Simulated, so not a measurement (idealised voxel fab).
process module | voxel gate over fins
cross-section cut | 230 nm wide | cells 5 nm
A cross-section is a grid of square cells, given in bands from the top down. A band is one or more rows of cells.
Each band's line starts with the height of the band's top and of its bottom, in nm. Then come its materials from left to right, each with its width in nm. One material with "throughout" fills the band from edge to edge. "air" is empty space.
Height 0 is the level under which the wafer as received is all one material. The lowest band goes on downwards, as in "0 down".
A width such as "30 to 40" changes by the same amount from each row of cells to the next, from the band's top row to its bottom row.
"no change" after a step means that no cell of the cross-section changed.
closed voids: empty space of 8 cells or more with no open way to the top, each as width x height at its distance from the left edge, in nm
after a step's settings: what the simulator itself notes on the step
overlay nm, on a step with a mask: how far to the right of its planned place the mask lay; to the left if negative
plan
1 op RECEIVE | material Si
2 op CONFORMAL_DEP | material SiN | thk nm 5
3 op PATTERN | tone cover | mask id FINS | material resist | width nm 15 | pitch nm 50 | thk nm 20 | overlay nm 0
4 op DIRECTIONAL_ETCH | etch materials SiN | depth nm 5
5 op DIRECTIONAL_ETCH | etch materials Si | depth nm 40
6 op STRIP | etch materials resist
7 op FILL_DEP | material SiO2 | thk nm 15
8 op CMP | height nm 5
9 op PATTERN | tone open | mask id RAIL | material resist | width nm 15 | thk nm 20 | overlay nm 0
10 op DIRECTIONAL_ETCH | etch materials SiO2 | depth nm 40
11 op STRIP | etch materials resist
12 op CONFORMAL_DEP | material TiN | thk nm 5
13 op FILL_DEP | material Ru | thk nm 5
14 op CMP | height nm 5
15 op SELECTIVE_ETCH | etch materials W Ru TiN | depth nm 25
16 op FILL_DEP | material SiO2 | thk nm 5
17 op CMP | height nm 5
18 op SELECTIVE_ETCH | etch materials SiO2 | depth nm 15
19 op STRIP | etch materials SiN
20 op CONFORMAL_DEP | material HfO2 | thk nm 5
21 op CONFORMAL_DEP | material TiN | thk nm 5
22 op FILL_DEP | material W | thk nm 10
23 op CMP | height nm 15
24 op CONFORMAL_DEP | material SiCN | thk nm 10
first wafer, as planned
as received, after step 1
  0 down: Si throughout
  closed voids: none
after step 2
  5 to 0: SiN throughout
  below 0: unchanged
after step 3
  25 to 5: air 55 | resist 15 | air 35 | resist 15 | air 35 | resist 15 | air 60
  below 5: unchanged
after step 4
  25 to 5: air 55 | resist 15 | air 35 | resist 15 | air 35 | resist 15 | air 60
  5 to 0: air 55 | SiN 15 | air 35 | SiN 15 | air 35 | SiN 15 | air 60
  below 0: unchanged
after step 5
  25 to 5: air 55 | resist 15 | air 35 | resist 15 | air 35 | resist 15 | air 60
  5 to 0: air 55 | SiN 15 | air 35 | SiN 15 | air 35 | SiN 15 | air 60
  0 to -40: air 55 | Si 15 | air 35 | Si 15 | air 35 | Si 15 | air 60
  below -40: unchanged
after step 6
  5 to 0: air 55 | SiN 15 | air 35 | SiN 15 | air 35 | SiN 15 | air 60
  below 0: unchanged
after step 7
  20 to 5: SiO2 throughout
  5 to 0: SiO2 55 | SiN 15 | SiO2 35 | SiN 15 | SiO2 35 | SiN 15 | SiO2 60
  0 to -40: SiO2 55 | Si 15 | SiO2 35 | Si 15 | SiO2 35 | Si 15 | SiO2 60
  below -40: unchanged
after step 8
  5 to 0: SiO2 55 | SiN 15 | SiO2 35 | SiN 15 | SiO2 35 | SiN 15 | SiO2 60
  below 0: unchanged
after step 9
  25 to 5: resist 80 | air 15 | resist 135
  below 5: unchanged
after step 10
  25 to 5: resist 80 | air 15 | resist 135
  5 to 0: SiO2 55 | SiN 15 | SiO2 10 | air 15 | SiO2 10 | SiN 15 | SiO2 35 | SiN 15 | SiO2 60
  0 to -35: SiO2 55 | Si 15 | SiO2 10 | air 15 | SiO2 10 | Si 15 | SiO2 35 | Si 15 | SiO2 60
  below -35: unchanged
after step 11
  5 to 0: SiO2 55 | SiN 15 | SiO2 10 | air 15 | SiO2 10 | SiN 15 | SiO2 35 | SiN 15 | SiO2 60
  below 0: unchanged
after step 12
  10 to 5: TiN 85 | air 5 | TiN 140
  5 to 0: SiO2 55 | SiN 15 | SiO2 10 | TiN 5 | air 5 | TiN 5 | SiO2 10 | SiN 15 | SiO2 35 | SiN 15 | SiO2 60
  0 to -30: SiO2 55 | Si 15 | SiO2 10 | TiN 5 | air 5 | TiN 5 | SiO2 10 | Si 15 | SiO2 35 | Si 15 | SiO2 60
  -30 to -35: SiO2 55 | Si 15 | SiO2 10 | TiN 15 | SiO2 10 | Si 15 | SiO2 35 | Si 15 | SiO2 60
  below -35: unchanged
after step 13
  15 to 10: Ru throughout
  10 to 5: TiN 85 | Ru 5 | TiN 140
  5 to 0: SiO2 55 | SiN 15 | SiO2 10 | TiN 5 | Ru 5 | TiN 5 | SiO2 10 | SiN 15 | SiO2 35 | SiN 15 | SiO2 60
  0 to -30: SiO2 55 | Si 15 | SiO2 10 | TiN 5 | Ru 5 | TiN 5 | SiO2 10 | Si 15 | SiO2 35 | Si 15 | SiO2 60
  below -30: unchanged
after step 14
  5 to 0: SiO2 55 | SiN 15 | SiO2 10 | TiN 5 | Ru 5 | TiN 5 | SiO2 10 | SiN 15 | SiO2 35 | SiN 15 | SiO2 60
  below 0: unchanged
after step 15
  5 to 0: SiO2 55 | SiN 15 | SiO2 10 | air 15 | SiO2 10 | SiN 15 | SiO2 35 | SiN 15 | SiO2 60
  0 to -20: SiO2 55 | Si 15 | SiO2 10 | air 15 | SiO2 10 | Si 15 | SiO2 35 | Si 15 | SiO2 60
  below -20: unchanged
after step 16
  10 to 5: SiO2 throughout
  5 to 0: SiO2 55 | SiN 15 | SiO2 35 | SiN 15 | SiO2 35 | SiN 15 | SiO2 60
  0 to -20: SiO2 55 | Si 15 | SiO2 35 | Si 15 | SiO2 35 | Si 15 | SiO2 60
  below -20: unchanged
after step 17
  5 to 0: SiO2 55 | SiN 15 | SiO2 35 | SiN 15 | SiO2 35 | SiN 15 | SiO2 60
  below 0: unchanged
after step 18
  5 to 0: air 55 | SiN 15 | air 35 | SiN 15 | air 35 | SiN 15 | air 60
  0 to -10: air 55 | Si 15 | air 35 | Si 15 | air 35 | Si 15 | air 60
  below -10: unchanged
after step 19
  0 to -10: air 55 | Si 15 | air 35 | Si 15 | air 35 | Si 15 | air 60
  below -10: unchanged
after step 20
  5 to 0: air 50 | HfO2 25 | air 25 | HfO2 25 | air 25 | HfO2 25 | air 55
  0 to -5: air 50 | HfO2 5 | Si 15 | HfO2 5 | air 25 | HfO2 5 | Si 15 | HfO2 5 | air 25 | HfO2 5 | Si 15 | HfO2 5 | air 55
  -5 to -10: HfO2 55 | Si 15 | HfO2 35 | Si 15 | HfO2 35 | Si 15 | HfO2 60
  below -10: unchanged
after step 21
  10 to 5: air 45 | TiN 35 | air 15 | TiN 35 | air 15 | TiN 35 | air 50
  5 to 0: air 45 | TiN 5 | HfO2 25 | TiN 5 | air 15 | TiN 5 | HfO2 25 | TiN 5 | air 15 | TiN 5 | HfO2 25 | TiN 5 | air 50
  0 to -5: TiN 50 | HfO2 5 | Si 15 | HfO2 5 | TiN 25 | HfO2 5 | Si 15 | HfO2 5 | TiN 25 | HfO2 5 | Si 15 | HfO2 5 | TiN 55
  below -5: unchanged
after step 22
  20 to 10: W throughout
  10 to 5: W 45 | TiN 35 | W 15 | TiN 35 | W 15 | TiN 35 | W 50
  5 to 0: W 45 | TiN 5 | HfO2 25 | TiN 5 | W 15 | TiN 5 | HfO2 25 | TiN 5 | W 15 | TiN 5 | HfO2 25 | TiN 5 | W 50
  below 0: unchanged
after step 23
  15 to 10: W throughout
  below 10: unchanged
after step 24
  25 to 15: SiCN throughout
  below 15: unchanged
second wafer: like start, like plan, one mistake. Through step 2 it matches the first wafer
when step 3 should have ended
  25 to 5: air 55 | resist 20 | air 30 | resist 20 | air 30 | resist 20 | air 55
  below 5: unchanged
when step 4 should have ended
  25 to 5: air 55 | resist 20 | air 30 | resist 20 | air 30 | resist 20 | air 55
  5 to 0: air 55 | SiN 20 | air 30 | SiN 20 | air 30 | SiN 20 | air 55
  below 0: unchanged
when step 5 should have ended
  25 to 5: air 55 | resist 20 | air 30 | resist 20 | air 30 | resist 20 | air 55
  5 to 0: air 55 | SiN 20 | air 30 | SiN 20 | air 30 | SiN 20 | air 55
  0 to -40: air 55 | Si 20 | air 30 | Si 20 | air 30 | Si 20 | air 55
  below -40: unchanged
when step 6 should have ended
  5 to 0: air 55 | SiN 20 | air 30 | SiN 20 | air 30 | SiN 20 | air 55
  below 0: unchanged
when step 7 should have ended
  20 to 5: SiO2 throughout
  5 to 0: SiO2 55 | SiN 20 | SiO2 30 | SiN 20 | SiO2 30 | SiN 20 | SiO2 55
  0 to -40: SiO2 55 | Si 20 | SiO2 30 | Si 20 | SiO2 30 | Si 20 | SiO2 55
  below -40: unchanged
when step 8 should have ended
  5 to 0: SiO2 55 | SiN 20 | SiO2 30 | SiN 20 | SiO2 30 | SiN 20 | SiO2 55
  below 0: unchanged
when step 9 should have ended
  25 to 5: resist 80 | air 15 | resist 135
  below 5: unchanged
when step 10 should have ended
  25 to 5: resist 80 | air 15 | resist 135
  5 to 0: SiO2 55 | SiN 20 | SiO2 5 | air 15 | SiO2 10 | SiN 20 | SiO2 30 | SiN 20 | SiO2 55
  0 to -35: SiO2 55 | Si 20 | SiO2 5 | air 15 | SiO2 10 | Si 20 | SiO2 30 | Si 20 | SiO2 55
  below -35: unchanged
when step 11 should have ended
  5 to 0: SiO2 55 | SiN 20 | SiO2 5 | air 15 | SiO2 10 | SiN 20 | SiO2 30 | SiN 20 | SiO2 55
  below 0: unchanged
when step 12 should have ended
  10 to 5: TiN 85 | air 5 | TiN 140
  5 to 0: SiO2 55 | SiN 20 | SiO2 5 | TiN 5 | air 5 | TiN 5 | SiO2 10 | SiN 20 | SiO2 30 | SiN 20 | SiO2 55
  0 to -30: SiO2 55 | Si 20 | SiO2 5 | TiN 5 | air 5 | TiN 5 | SiO2 10 | Si 20 | SiO2 30 | Si 20 | SiO2 55
  -30 to -35: SiO2 55 | Si 20 | SiO2 5 | TiN 15 | SiO2 10 | Si 20 | SiO2 30 | Si 20 | SiO2 55
  below -35: unchanged
when step 13 should have ended
  15 to 10: Ru throughout
  10 to 5: TiN 85 | Ru 5 | TiN 140
  5 to 0: SiO2 55 | SiN 20 | SiO2 5 | TiN 5 | Ru 5 | TiN 5 | SiO2 10 | SiN 20 | SiO2 30 | SiN 20 | SiO2 55
  0 to -30: SiO2 55 | Si 20 | SiO2 5 | TiN 5 | Ru 5 | TiN 5 | SiO2 10 | Si 20 | SiO2 30 | Si 20 | SiO2 55
  below -30: unchanged
when step 14 should have ended
  5 to 0: SiO2 55 | SiN 20 | SiO2 5 | TiN 5 | Ru 5 | TiN 5 | SiO2 10 | SiN 20 | SiO2 30 | SiN 20 | SiO2 55
  below 0: unchanged
when step 15 should have ended
  5 to 0: SiO2 55 | SiN 20 | SiO2 5 | air 15 | SiO2 10 | SiN 20 | SiO2 30 | SiN 20 | SiO2 55
  0 to -20: SiO2 55 | Si 20 | SiO2 5 | air 15 | SiO2 10 | Si 20 | SiO2 30 | Si 20 | SiO2 55
  below -20: unchanged
when step 16 should have ended
  10 to 5: SiO2 throughout
  5 to 0: SiO2 55 | SiN 20 | SiO2 30 | SiN 20 | SiO2 30 | SiN 20 | SiO2 55
  0 to -20: SiO2 55 | Si 20 | SiO2 30 | Si 20 | SiO2 30 | Si 20 | SiO2 55
  below -20: unchanged
when step 17 should have ended
  5 to 0: SiO2 55 | SiN 20 | SiO2 30 | SiN 20 | SiO2 30 | SiN 20 | SiO2 55
  below 0: unchanged
when step 18 should have ended
  5 to 0: air 55 | SiN 20 | air 30 | SiN 20 | air 30 | SiN 20 | air 55
  0 to -10: air 55 | Si 20 | air 30 | Si 20 | air 30 | Si 20 | air 55
  below -10: unchanged
when step 19 should have ended
  0 to -10: air 55 | Si 20 | air 30 | Si 20 | air 30 | Si 20 | air 55
  below -10: unchanged
when step 20 should have ended
  5 to 0: air 50 | HfO2 30 | air 20 | HfO2 30 | air 20 | HfO2 30 | air 50
  0 to -5: air 50 | HfO2 5 | Si 20 | HfO2 5 | air 20 | HfO2 5 | Si 20 | HfO2 5 | air 20 | HfO2 5 | Si 20 | HfO2 5 | air 50
  -5 to -10: HfO2 55 | Si 20 | HfO2 30 | Si 20 | HfO2 30 | Si 20 | HfO2 55
  below -10: unchanged
when step 21 should have ended
  10 to 5: air 45 | TiN 40 | air 10 | TiN 40 | air 10 | TiN 40 | air 45
  5 to 0: air 45 | TiN 5 | HfO2 30 | TiN 5 | air 10 | TiN 5 | HfO2 30 | TiN 5 | air 10 | TiN 5 | HfO2 30 | TiN 5 | air 45
  0 to -5: TiN 50 | HfO2 5 | Si 20 | HfO2 5 | TiN 20 | HfO2 5 | Si 20 | HfO2 5 | TiN 20 | HfO2 5 | Si 20 | HfO2 5 | TiN 50
  below -5: unchanged
when step 22 should have ended
  20 to 10: W throughout
  10 to 5: W 45 | TiN 40 | W 10 | TiN 40 | W 10 | TiN 40 | W 45
  5 to 0: W 45 | TiN 5 | HfO2 30 | TiN 5 | W 10 | TiN 5 | HfO2 30 | TiN 5 | W 10 | TiN 5 | HfO2 30 | TiN 5 | W 45
  below 0: unchanged
when step 23 should have ended
  15 to 10: W throughout
  below 10: unchanged
when step 24 should have ended
  25 to 15: SiCN throughout
  below 15: unchanged
what went wrong: step 3 ran as: op PATTERN | tone cover | mask id FINS | material resist | width nm 20 | pitch nm 50 | thk nm 20 | overlay nm 0
at the end the second wafer has, in cells: 24 more of Si | 18 fewer of SiO2 | 6 fewer of W
